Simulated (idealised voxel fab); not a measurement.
process module | voxel transistor to metal
cross-section cut | 205 nm wide | cells 5 nm
A cross-section is a grid of square cells, given in bands from the top down. A band is one or more rows of cells.
Each band's line starts with the height of the band's top and of its bottom, in nm. Then come its materials from left to right, each with its width in nm. One material with "throughout" fills the band from edge to edge. "air" is empty space.
Height 0 is the level under which the wafer as received is all one material. The lowest band goes on downwards, as in "0 down".
A width such as "30 to 40" changes by the same amount from each row of cells to the next, from the band's top row to its bottom row.
"no change" after a step means that no cell of the cross-section changed.
closed voids: empty space of 8 cells or more with no open way to the top, each as width x height at its distance from the left edge, in nm
after a step's settings: what the simulator itself notes on the step
overlay nm, on a step with a mask: how far to the right of its planned place the mask lay; to the left if negative
plan
1 op RECEIVE | material Si
2 op OXIDIZE | depth nm 5
3 op CONFORMAL_DEP | material SiN | thk nm 15
4 op DIRECTIONAL_DEP | material aC | thk nm 10
5 op PATTERN | tone cover | mask id ACTIVE | material resist | width nm 105 | thk nm 25 | overlay nm 0
6 op DIRECTIONAL_ETCH | etch materials aC | depth nm 10
7 op STRIP | etch materials resist
8 op DIRECTIONAL_ETCH | etch materials SiN | depth nm 15
9 op DIRECTIONAL_ETCH | etch materials SiO2 | depth nm 5
10 op DIRECTIONAL_ETCH | etch materials Si | depth nm 35
11 op STRIP | etch materials aC
12 op FILL_DEP | material SiO2 | thk nm 15
13 op CMP | height nm 15
14 op SELECTIVE_ETCH | etch materials SiO2 | depth nm 10
15 op STRIP | etch materials SiN
16 op SELECTIVE_ETCH | etch materials SiO2 | depth nm 5
17 op OXIDIZE | depth nm 5
18 op DIRECTIONAL_DEP | material polySi | thk nm 20
19 op DIRECTIONAL_DEP | material SiCN | thk nm 15
20 op MASKED_ETCH | tone cover | mask id GATE | width nm 25 | etch materials SiCN | depth nm 25 | overlay nm 0
21 op MASKED_ETCH | tone cover | mask id GATE | width nm 25 | etch materials polySi | depth nm 30 | overlay nm 0
22 op CONFORMAL_DEP | material SiN | thk nm 10
23 op DIRECTIONAL_ETCH | etch materials SiN | depth nm 10
24 op DIRECTIONAL_ETCH | etch materials SiO2 | depth nm 5
25 op DIRECTIONAL_ETCH | etch materials Si | depth nm 15
26 op EPI | material pSi | thk nm 15
27 op FILL_DEP | material SiO2 | thk nm 10
28 op CMP | height nm 15
29 op STRIP | etch materials polySi
30 op SELECTIVE_ETCH | etch materials SiO2 | depth nm 5
31 op CONFORMAL_DEP | material HfO2 | thk nm 5
32 op CONFORMAL_DEP | material TiN | thk nm 5
33 op FILL_DEP | material W | thk nm 5
34 op CMP | height nm 10
35 op DIRECTIONAL_DEP | material SiO2 | thk nm 15
36 op MASKED_ETCH | tone open | mask id CONTACT | width nm 15 | pitch nm 80 | etch materials SiO2 | depth nm 20 | overlay nm 0
37 op CONFORMAL_DEP | material TiN | thk nm 5
38 op FILL_DEP | material W | thk nm 5
39 op CMP | height nm 25
40 op CONFORMAL_DEP | material SiCN | thk nm 5
41 op DIRECTIONAL_DEP | material SiO2 | thk nm 25
42 op DIRECTIONAL_DEP | material aC | thk nm 10
43 op PATTERN | tone open | mask id METAL_1 | material resist | width nm 15 | pitch nm 80 | thk nm 30 | overlay nm 0
44 op DIRECTIONAL_ETCH | etch materials aC | depth nm 10
45 op STRIP | etch materials resist
46 op DIRECTIONAL_ETCH | etch materials SiO2 | depth nm 25
47 op DIRECTIONAL_ETCH | etch materials SiCN | depth nm 5
48 op STRIP | etch materials aC
49 op CONFORMAL_DEP | material TiN | thk nm 5
50 op FILL_DEP | material W | thk nm 5
51 op CMP | height nm 55
52 op EPI | material Ru | thk nm 5
53 op FILL_DEP | material SiCN | thk nm 5
first wafer, as planned
as received, after step 1
  0 down: Si throughout
  closed voids: none
after step 2
  0 to -5: SiO2 throughout
  below -5: unchanged
after step 3
  15 to 0: SiN throughout
  below 0: unchanged
after step 4
  25 to 15: aC throughout
  below 15: unchanged
after step 5
  50 to 25: air 50 | resist 105 | air 50
  below 25: unchanged
after step 6
  40 to 25: air 50 | resist 105 | air 50
  25 to 15: air 50 | aC 105 | air 50
  below 15: unchanged
after step 7
  25 to 15: air 50 | aC 105 | air 50
  below 15: unchanged
after step 8
  25 to 15: air 50 | aC 105 | air 50
  15 to 0: air 50 | SiN 105 | air 50
  below 0: unchanged
after step 9
  25 to 15: air 50 | aC 105 | air 50
  15 to 0: air 50 | SiN 105 | air 50
  0 to -5: air 50 | SiO2 105 | air 50
  below -5: unchanged
after step 10
  25 to 15: air 50 | aC 105 | air 50
  15 to 0: air 50 | SiN 105 | air 50
  0 to -5: air 50 | SiO2 105 | air 50
  -5 to -40: air 50 | Si 105 | air 50
  below -40: unchanged
after step 11
  15 to 0: air 50 | SiN 105 | air 50
  below 0: unchanged
after step 12
  30 to 15: SiO2 throughout
  15 to 0: SiO2 50 | SiN 105 | SiO2 50
  0 to -5: SiO2 throughout
  -5 to -40: SiO2 50 | Si 105 | SiO2 50
  below -40: unchanged
after step 13
  15 to 0: SiO2 50 | SiN 105 | SiO2 50
  below 0: unchanged
after step 14
  15 to 5: air 50 | SiN 105 | air 50
  below 5: unchanged
after step 15
  5 to 0: SiO2 50 | air 105 | SiO2 50
  below 0: unchanged
after step 16
  0 to -5: SiO2 45 | air 115 | SiO2 45
  below -5: unchanged
after step 17
  0 to -5: SiO2 45 | air 115 | SiO2 45
  -5 to -10: SiO2 throughout
  below -10: unchanged
after step 18
  20 to 15: polySi 45 | air 115 | polySi 45
  15 to 0: polySi throughout
  0 to -5: SiO2 45 | polySi 115 | SiO2 45
  below -5: unchanged
after step 19
  35 to 30: SiCN 45 | air 115 | SiCN 45
  30 to 20: SiCN throughout
  20 to 15: polySi 45 | SiCN 115 | polySi 45
  below 15: unchanged
after step 20
  30 to 20: air 90 | SiCN 25 | air 90
  20 to 15: polySi 45 | air 45 | SiCN 25 | air 45 | polySi 45
  below 15: unchanged
after step 21
  30 to 15: air 90 | SiCN 25 | air 90
  15 to 0: air 90 | polySi 25 | air 90
  0 to -5: SiO2 45 | air 45 | polySi 25 | air 45 | SiO2 45
  below -5: unchanged
after step 22
  40 to 30: air 80 | SiN 45 | air 80
  30 to 15: air 80 | SiN 10 | SiCN 25 | SiN 10 | air 80
  15 to 10: air 80 | SiN 10 | polySi 25 | SiN 10 | air 80
  10 to 5: SiN 55 | air 25 | SiN 10 | polySi 25 | SiN 10 | air 25 | SiN 55
  5 to 0: SiN 90 | polySi 25 | SiN 90
  0 to -5: SiO2 45 | SiN 45 | polySi 25 | SiN 45 | SiO2 45
  below -5: unchanged
after step 23
  30 to 15: air 80 | SiN 10 | SiCN 25 | SiN 10 | air 80
  15 to 0: air 80 | SiN 10 | polySi 25 | SiN 10 | air 80
  0 to -5: SiO2 45 | SiN 10 | air 25 | SiN 10 | polySi 25 | SiN 10 | air 25 | SiN 10 | SiO2 45
  below -5: unchanged
after step 24
  30 to 15: air 80 | SiN 10 | SiCN 25 | SiN 10 | air 80
  15 to 0: air 80 | SiN 10 | polySi 25 | SiN 10 | air 80
  0 to -5: air 45 | SiN 10 | air 25 | SiN 10 | polySi 25 | SiN 10 | air 25 | SiN 10 | air 45
  -5 to -10: SiO2 55 | air 25 | SiO2 45 | air 25 | SiO2 55
  below -10: unchanged
after step 25
  30 to 15: air 80 | SiN 10 | SiCN 25 | SiN 10 | air 80
  15 to 0: air 80 | SiN 10 | polySi 25 | SiN 10 | air 80
  0 to -5: air 45 | SiN 10 | air 25 | SiN 10 | polySi 25 | SiN 10 | air 25 | SiN 10 | air 45
  -5 to -10: SiO2 55 | air 25 | SiO2 45 | air 25 | SiO2 55
  -10 to -25: SiO2 50 | Si 5 | air 25 | Si 45 | air 25 | Si 5 | SiO2 50
  below -25: unchanged
after step 26
  30 to 15: air 80 | SiN 10 | SiCN 25 | SiN 10 | air 80
  15 to 5: air 80 | SiN 10 | polySi 25 | SiN 10 | air 80
  5 to 0: air 50 | pSi 30 | SiN 10 | polySi 25 | SiN 10 | pSi 30 | air 50
  0 to -5: air 45 | SiN 10 | pSi 25 | SiN 10 | polySi 25 | SiN 10 | pSi 25 | SiN 10 | air 45
  -5 to -10: SiO2 55 | pSi 25 | SiO2 45 | pSi 25 | SiO2 55
  -10 to -25: SiO2 50 | Si 5 | pSi 25 | Si 45 | pSi 25 | Si 5 | SiO2 50
  below -25: unchanged
after step 27
  40 to 30: SiO2 throughout
  30 to 15: SiO2 80 | SiN 10 | SiCN 25 | SiN 10 | SiO2 80
  15 to 5: SiO2 80 | SiN 10 | polySi 25 | SiN 10 | SiO2 80
  5 to 0: SiO2 50 | pSi 30 | SiN 10 | polySi 25 | SiN 10 | pSi 30 | SiO2 50
  0 to -5: SiO2 45 | SiN 10 | pSi 25 | SiN 10 | polySi 25 | SiN 10 | pSi 25 | SiN 10 | SiO2 45
  below -5: unchanged
after step 28
  15 to 5: SiO2 80 | SiN 10 | polySi 25 | SiN 10 | SiO2 80
  below 5: unchanged
after step 29
  15 to 5: SiO2 80 | SiN 10 | air 25 | SiN 10 | SiO2 80
  5 to 0: SiO2 50 | pSi 30 | SiN 10 | air 25 | SiN 10 | pSi 30 | SiO2 50
  0 to -5: SiO2 45 | SiN 10 | pSi 25 | SiN 10 | air 25 | SiN 10 | pSi 25 | SiN 10 | SiO2 45
  below -5: unchanged
after step 30
  15 to 10: air 80 | SiN 10 | air 25 | SiN 10 | air 80
  10 to 5: SiO2 80 | SiN 10 | air 25 | SiN 10 | SiO2 80
  5 to 0: SiO2 50 | pSi 30 | SiN 10 | air 25 | SiN 10 | pSi 30 | SiO2 50
  0 to -5: SiO2 45 | SiN 10 | pSi 25 | SiN 10 | air 25 | SiN 10 | pSi 25 | SiN 10 | SiO2 45
  -5 to -10: SiO2 55 | pSi 25 | SiO2 5 | air 35 | SiO2 5 | pSi 25 | SiO2 55
  below -10: unchanged
after step 31
  20 to 15: air 75 | HfO2 20 | air 15 | HfO2 20 | air 75
  15 to 10: HfO2 80 | SiN 10 | HfO2 5 | air 15 | HfO2 5 | SiN 10 | HfO2 80
  10 to 5: SiO2 80 | SiN 10 | HfO2 5 | air 15 | HfO2 5 | SiN 10 | SiO2 80
  5 to 0: SiO2 50 | pSi 30 | SiN 10 | HfO2 5 | air 15 | HfO2 5 | SiN 10 | pSi 30 | SiO2 50
  0 to -5: SiO2 45 | SiN 10 | pSi 25 | SiN 10 | HfO2 5 | air 15 | HfO2 5 | SiN 10 | pSi 25 | SiN 10 | SiO2 45
  -5 to -10: SiO2 55 | pSi 25 | SiO2 5 | HfO2 35 | SiO2 5 | pSi 25 | SiO2 55
  below -10: unchanged
after step 32
  25 to 20: air 70 | TiN 30 | air 5 | TiN 30 | air 70
  20 to 15: TiN 75 | HfO2 20 | TiN 5 | air 5 | TiN 5 | HfO2 20 | TiN 75
  15 to 10: HfO2 80 | SiN 10 | HfO2 5 | TiN 5 | air 5 | TiN 5 | HfO2 5 | SiN 10 | HfO2 80
  10 to 5: SiO2 80 | SiN 10 | HfO2 5 | TiN 5 | air 5 | TiN 5 | HfO2 5 | SiN 10 | SiO2 80
  5 to 0: SiO2 50 | pSi 30 | SiN 10 | HfO2 5 | TiN 5 | air 5 | TiN 5 | HfO2 5 | SiN 10 | pSi 30 | SiO2 50
  0 to -5: SiO2 45 | SiN 10 | pSi 25 | SiN 10 | HfO2 5 | TiN 15 | HfO2 5 | SiN 10 | pSi 25 | SiN 10 | SiO2 45
  below -5: unchanged
after step 33
  30 to 25: W throughout
  25 to 20: W 70 | TiN 30 | W 5 | TiN 30 | W 70
  20 to 15: TiN 75 | HfO2 20 | TiN 5 | W 5 | TiN 5 | HfO2 20 | TiN 75
  15 to 10: HfO2 80 | SiN 10 | HfO2 5 | TiN 5 | W 5 | TiN 5 | HfO2 5 | SiN 10 | HfO2 80
  10 to 5: SiO2 80 | SiN 10 | HfO2 5 | TiN 5 | W 5 | TiN 5 | HfO2 5 | SiN 10 | SiO2 80
  5 to 0: SiO2 50 | pSi 30 | SiN 10 | HfO2 5 | TiN 5 | W 5 | TiN 5 | HfO2 5 | SiN 10 | pSi 30 | SiO2 50
  below 0: unchanged
after step 34
  10 to 5: SiO2 80 | SiN 10 | HfO2 5 | TiN 5 | W 5 | TiN 5 | HfO2 5 | SiN 10 | SiO2 80
  below 5: unchanged
after step 35
  25 to 10: SiO2 throughout
  below 10: unchanged
after step 36
  25 to 10: SiO2 55 | air 15 | SiO2 65 | air 15 | SiO2 55
  10 to 5: SiO2 55 | air 15 | SiO2 10 | SiN 10 | HfO2 5 | TiN 5 | W 5 | TiN 5 | HfO2 5 | SiN 10 | SiO2 10 | air 15 | SiO2 55
  below 5: unchanged
after step 37
  30 to 25: TiN 60 | air 5 | TiN 75 | air 5 | TiN 60
  25 to 10: SiO2 55 | TiN 5 | air 5 | TiN 5 | SiO2 65 | TiN 5 | air 5 | TiN 5 | SiO2 55
  10 to 5: SiO2 55 | TiN 15 | SiO2 10 | SiN 10 | HfO2 5 | TiN 5 | W 5 | TiN 5 | HfO2 5 | SiN 10 | SiO2 10 | TiN 15 | SiO2 55
  below 5: unchanged
after step 38
  35 to 30: W throughout
  30 to 25: TiN 60 | W 5 | TiN 75 | W 5 | TiN 60
  25 to 10: SiO2 55 | TiN 5 | W 5 | TiN 5 | SiO2 65 | TiN 5 | W 5 | TiN 5 | SiO2 55
  below 10: unchanged
after step 39
  25 to 10: SiO2 55 | TiN 5 | W 5 | TiN 5 | SiO2 65 | TiN 5 | W 5 | TiN 5 | SiO2 55
  below 10: unchanged
after step 40
  30 to 25: SiCN throughout
  below 25: unchanged
after step 41
  55 to 30: SiO2 throughout
  below 30: unchanged
after step 42
  65 to 55: aC throughout
  below 55: unchanged
after step 43
  95 to 65: resist 55 | air 15 | resist 65 | air 15 | resist 55
  below 65: unchanged
after step 44
  85 to 65: resist 55 | air 15 | resist 65 | air 15 | resist 55
  65 to 55: aC 55 | air 15 | aC 65 | air 15 | aC 55
  below 55: unchanged
after step 45
  65 to 55: aC 55 | air 15 | aC 65 | air 15 | aC 55
  below 55: unchanged
after step 46
  65 to 55: aC 55 | air 15 | aC 65 | air 15 | aC 55
  55 to 30: SiO2 55 | air 15 | SiO2 65 | air 15 | SiO2 55
  below 30: unchanged
after step 47
  65 to 55: aC 55 | air 15 | aC 65 | air 15 | aC 55
  55 to 30: SiO2 55 | air 15 | SiO2 65 | air 15 | SiO2 55
  30 to 25: SiCN 55 | air 15 | SiCN 65 | air 15 | SiCN 55
  below 25: unchanged
after step 48
  55 to 30: SiO2 55 | air 15 | SiO2 65 | air 15 | SiO2 55
  below 30: unchanged
after step 49
  60 to 55: TiN 60 | air 5 | TiN 75 | air 5 | TiN 60
  55 to 30: SiO2 55 | TiN 5 | air 5 | TiN 5 | SiO2 65 | TiN 5 | air 5 | TiN 5 | SiO2 55
  30 to 25: SiCN 55 | TiN 15 | SiCN 65 | TiN 15 | SiCN 55
  below 25: unchanged
after step 50
  65 to 60: W throughout
  60 to 55: TiN 60 | W 5 | TiN 75 | W 5 | TiN 60
  55 to 30: SiO2 55 | TiN 5 | W 5 | TiN 5 | SiO2 65 | TiN 5 | W 5 | TiN 5 | SiO2 55
  below 30: unchanged
after step 51
  55 to 30: SiO2 55 | TiN 5 | W 5 | TiN 5 | SiO2 65 | TiN 5 | W 5 | TiN 5 | SiO2 55
  below 30: unchanged
after step 52
  60 to 55: air 50 | Ru 25 | air 55 | Ru 25 | air 50
  below 55: unchanged
after step 53
  65 to 60: SiCN throughout
  60 to 55: SiCN 50 | Ru 25 | SiCN 55 | Ru 25 | SiCN 50
  below 55: unchanged
second wafer: like start, like plan, one mistake. Through step 21 it matches the first wafer
when step 22 should have ended
  35 to 30: air 85 | SiN 35 | air 85
  30 to 15: air 85 | SiN 5 | SiCN 25 | SiN 5 | air 85
  15 to 5: air 85 | SiN 5 | polySi 25 | SiN 5 | air 85
  5 to 0: SiN 50 | air 35 | SiN 5 | polySi 25 | SiN 5 | air 35 | SiN 50
  0 to -5: SiO2 45 | SiN 45 | polySi 25 | SiN 45 | SiO2 45
  below -5: unchanged
when step 23 should have ended
  30 to 25: air 90 | SiCN 25 | air 90
  25 to 15: air 85 | SiN 5 | SiCN 25 | SiN 5 | air 85
  15 to 0: air 85 | SiN 5 | polySi 25 | SiN 5 | air 85
  0 to -5: SiO2 45 | air 40 | SiN 5 | polySi 25 | SiN 5 | air 40 | SiO2 45
  below -5: unchanged
when step 24 should have ended
  30 to 25: air 90 | SiCN 25 | air 90
  25 to 15: air 85 | SiN 5 | SiCN 25 | SiN 5 | air 85
  15 to -5: air 85 | SiN 5 | polySi 25 | SiN 5 | air 85
  -5 to -10: SiO2 45 | air 40 | SiO2 35 | air 40 | SiO2 45
  below -10: unchanged
when step 25 should have ended
  30 to 25: air 90 | SiCN 25 | air 90
  25 to 15: air 85 | SiN 5 | SiCN 25 | SiN 5 | air 85
  15 to -5: air 85 | SiN 5 | polySi 25 | SiN 5 | air 85
  -5 to -10: SiO2 45 | air 40 | SiO2 35 | air 40 | SiO2 45
  -10 to -25: SiO2 50 | air 35 | Si 35 | air 35 | SiO2 50
  below -25: unchanged
when step 26 should have ended
  30 to 25: air 90 | SiCN 25 | air 90
  25 to 15: air 85 | SiN 5 | SiCN 25 | SiN 5 | air 85
  15 to 5: air 85 | SiN 5 | polySi 25 | SiN 5 | air 85
  5 to -5: air 70 | pSi 15 | SiN 5 | polySi 25 | SiN 5 | pSi 15 | air 70
  -5 to -10: SiO2 45 | air 25 | pSi 15 | SiO2 35 | pSi 15 | air 25 | SiO2 45
  -10 to -25: SiO2 50 | pSi 35 | Si 35 | pSi 35 | SiO2 50
  below -25: unchanged
when step 27 should have ended
  40 to 30: SiO2 throughout
  30 to 25: SiO2 90 | SiCN 25 | SiO2 90
  25 to 15: SiO2 85 | SiN 5 | SiCN 25 | SiN 5 | SiO2 85
  15 to 5: SiO2 85 | SiN 5 | polySi 25 | SiN 5 | SiO2 85
  5 to -5: SiO2 70 | pSi 15 | SiN 5 | polySi 25 | SiN 5 | pSi 15 | SiO2 70
  -5 to -10: SiO2 70 | pSi 15 | SiO2 35 | pSi 15 | SiO2 70
  below -10: unchanged
when step 28 should have ended
  15 to 5: SiO2 85 | SiN 5 | polySi 25 | SiN 5 | SiO2 85
  below 5: unchanged
when step 29 should have ended
  15 to 5: SiO2 85 | SiN 5 | air 25 | SiN 5 | SiO2 85
  5 to -5: SiO2 70 | pSi 15 | SiN 5 | air 25 | SiN 5 | pSi 15 | SiO2 70
  below -5: unchanged
when step 30 should have ended
  15 to 10: air 85 | SiN 5 | air 25 | SiN 5 | air 85
  10 to 5: SiO2 85 | SiN 5 | air 25 | SiN 5 | SiO2 85
  5 to -5: SiO2 70 | pSi 15 | SiN 5 | air 25 | SiN 5 | pSi 15 | SiO2 70
  -5 to -10: SiO2 70 | pSi 15 | air 35 | pSi 15 | SiO2 70
  below -10: unchanged
when step 31 should have ended
  20 to 15: air 80 | HfO2 15 | air 15 | HfO2 15 | air 80
  15 to 10: HfO2 85 | SiN 5 | HfO2 5 | air 15 | HfO2 5 | SiN 5 | HfO2 85
  10 to 5: SiO2 85 | SiN 5 | HfO2 5 | air 15 | HfO2 5 | SiN 5 | SiO2 85
  5 to -5: SiO2 70 | pSi 15 | SiN 5 | HfO2 5 | air 15 | HfO2 5 | SiN 5 | pSi 15 | SiO2 70
  -5 to -10: SiO2 70 | pSi 15 | HfO2 35 | pSi 15 | SiO2 70
  below -10: unchanged
when step 32 should have ended
  25 to 20: air 75 | TiN 25 | air 5 | TiN 25 | air 75
  20 to 15: TiN 80 | HfO2 15 | TiN 5 | air 5 | TiN 5 | HfO2 15 | TiN 80
  15 to 10: HfO2 85 | SiN 5 | HfO2 5 | TiN 5 | air 5 | TiN 5 | HfO2 5 | SiN 5 | HfO2 85
  10 to 5: SiO2 85 | SiN 5 | HfO2 5 | TiN 5 | air 5 | TiN 5 | HfO2 5 | SiN 5 | SiO2 85
  5 to 0: SiO2 70 | pSi 15 | SiN 5 | HfO2 5 | TiN 5 | air 5 | TiN 5 | HfO2 5 | SiN 5 | pSi 15 | SiO2 70
  0 to -5: SiO2 70 | pSi 15 | SiN 5 | HfO2 5 | TiN 15 | HfO2 5 | SiN 5 | pSi 15 | SiO2 70
  below -5: unchanged
when step 33 should have ended
  30 to 25: W throughout
  25 to 20: W 75 | TiN 25 | W 5 | TiN 25 | W 75
  20 to 15: TiN 80 | HfO2 15 | TiN 5 | W 5 | TiN 5 | HfO2 15 | TiN 80
  15 to 10: HfO2 85 | SiN 5 | HfO2 5 | TiN 5 | W 5 | TiN 5 | HfO2 5 | SiN 5 | HfO2 85
  10 to 5: SiO2 85 | SiN 5 | HfO2 5 | TiN 5 | W 5 | TiN 5 | HfO2 5 | SiN 5 | SiO2 85
  5 to 0: SiO2 70 | pSi 15 | SiN 5 | HfO2 5 | TiN 5 | W 5 | TiN 5 | HfO2 5 | SiN 5 | pSi 15 | SiO2 70
  below 0: unchanged
when step 34 should have ended
  10 to 5: SiO2 85 | SiN 5 | HfO2 5 | TiN 5 | W 5 | TiN 5 | HfO2 5 | SiN 5 | SiO2 85
  below 5: unchanged
when step 35 should have ended
  25 to 10: SiO2 throughout
  below 10: unchanged
when step 36 should have ended
  25 to 10: SiO2 55 | air 15 | SiO2 65 | air 15 | SiO2 55
  10 to 5: SiO2 55 | air 15 | SiO2 15 | SiN 5 | HfO2 5 | TiN 5 | W 5 | TiN 5 | HfO2 5 | SiN 5 | SiO2 15 | air 15 | SiO2 55
  below 5: unchanged
when step 37 should have ended
  30 to 25: TiN 60 | air 5 | TiN 75 | air 5 | TiN 60
  25 to 10: SiO2 55 | TiN 5 | air 5 | TiN 5 | SiO2 65 | TiN 5 | air 5 | TiN 5 | SiO2 55
  10 to 5: SiO2 55 | TiN 15 | SiO2 15 | SiN 5 | HfO2 5 | TiN 5 | W 5 | TiN 5 | HfO2 5 | SiN 5 | SiO2 15 | TiN 15 | SiO2 55
  below 5: unchanged
when step 38 should have ended
  35 to 30: W throughout
  30 to 25: TiN 60 | W 5 | TiN 75 | W 5 | TiN 60
  25 to 10: SiO2 55 | TiN 5 | W 5 | TiN 5 | SiO2 65 | TiN 5 | W 5 | TiN 5 | SiO2 55
  below 10: unchanged
when step 39 should have ended
  25 to 10: SiO2 55 | TiN 5 | W 5 | TiN 5 | SiO2 65 | TiN 5 | W 5 | TiN 5 | SiO2 55
  below 10: unchanged
when step 40 should have ended
  30 to 25: SiCN throughout
  below 25: unchanged
when step 41 should have ended
  55 to 30: SiO2 throughout
  below 30: unchanged
when step 42 should have ended
  65 to 55: aC throughout
  below 55: unchanged
when step 43 should have ended
  95 to 65: resist 55 | air 15 | resist 65 | air 15 | resist 55
  below 65: unchanged
when step 44 should have ended
  85 to 65: resist 55 | air 15 | resist 65 | air 15 | resist 55
  65 to 55: aC 55 | air 15 | aC 65 | air 15 | aC 55
  below 55: unchanged
when step 45 should have ended
  65 to 55: aC 55 | air 15 | aC 65 | air 15 | aC 55
  below 55: unchanged
when step 46 should have ended
  65 to 55: aC 55 | air 15 | aC 65 | air 15 | aC 55
  55 to 30: SiO2 55 | air 15 | SiO2 65 | air 15 | SiO2 55
  below 30: unchanged
when step 47 should have ended
  65 to 55: aC 55 | air 15 | aC 65 | air 15 | aC 55
  55 to 30: SiO2 55 | air 15 | SiO2 65 | air 15 | SiO2 55
  30 to 25: SiCN 55 | air 15 | SiCN 65 | air 15 | SiCN 55
  below 25: unchanged
when step 48 should have ended
  55 to 30: SiO2 55 | air 15 | SiO2 65 | air 15 | SiO2 55
  below 30: unchanged
when step 49 should have ended
  60 to 55: TiN 60 | air 5 | TiN 75 | air 5 | TiN 60
  55 to 30: SiO2 55 | TiN 5 | air 5 | TiN 5 | SiO2 65 | TiN 5 | air 5 | TiN 5 | SiO2 55
  30 to 25: SiCN 55 | TiN 15 | SiCN 65 | TiN 15 | SiCN 55
  below 25: unchanged
when step 50 should have ended
  65 to 60: W throughout
  60 to 55: TiN 60 | W 5 | TiN 75 | W 5 | TiN 60
  55 to 30: SiO2 55 | TiN 5 | W 5 | TiN 5 | SiO2 65 | TiN 5 | W 5 | TiN 5 | SiO2 55
  below 30: unchanged
when step 51 should have ended
  55 to 30: SiO2 55 | TiN 5 | W 5 | TiN 5 | SiO2 65 | TiN 5 | W 5 | TiN 5 | SiO2 55
  below 30: unchanged
when step 52 should have ended
  60 to 55: air 50 | Ru 25 | air 55 | Ru 25 | air 50
  below 55: unchanged
when step 53 should have ended
  65 to 60: SiCN throughout
  60 to 55: SiCN 50 | Ru 25 | SiCN 55 | Ru 25 | SiCN 50
  below 55: unchanged
what went wrong: step 22 ran as: op CONFORMAL_DEP | material SiN | thk nm 5
at the end the second wafer has, in cells: 12 fewer of Si | 10 fewer of SiN | 24 more of SiO2 | 2 fewer of pSi
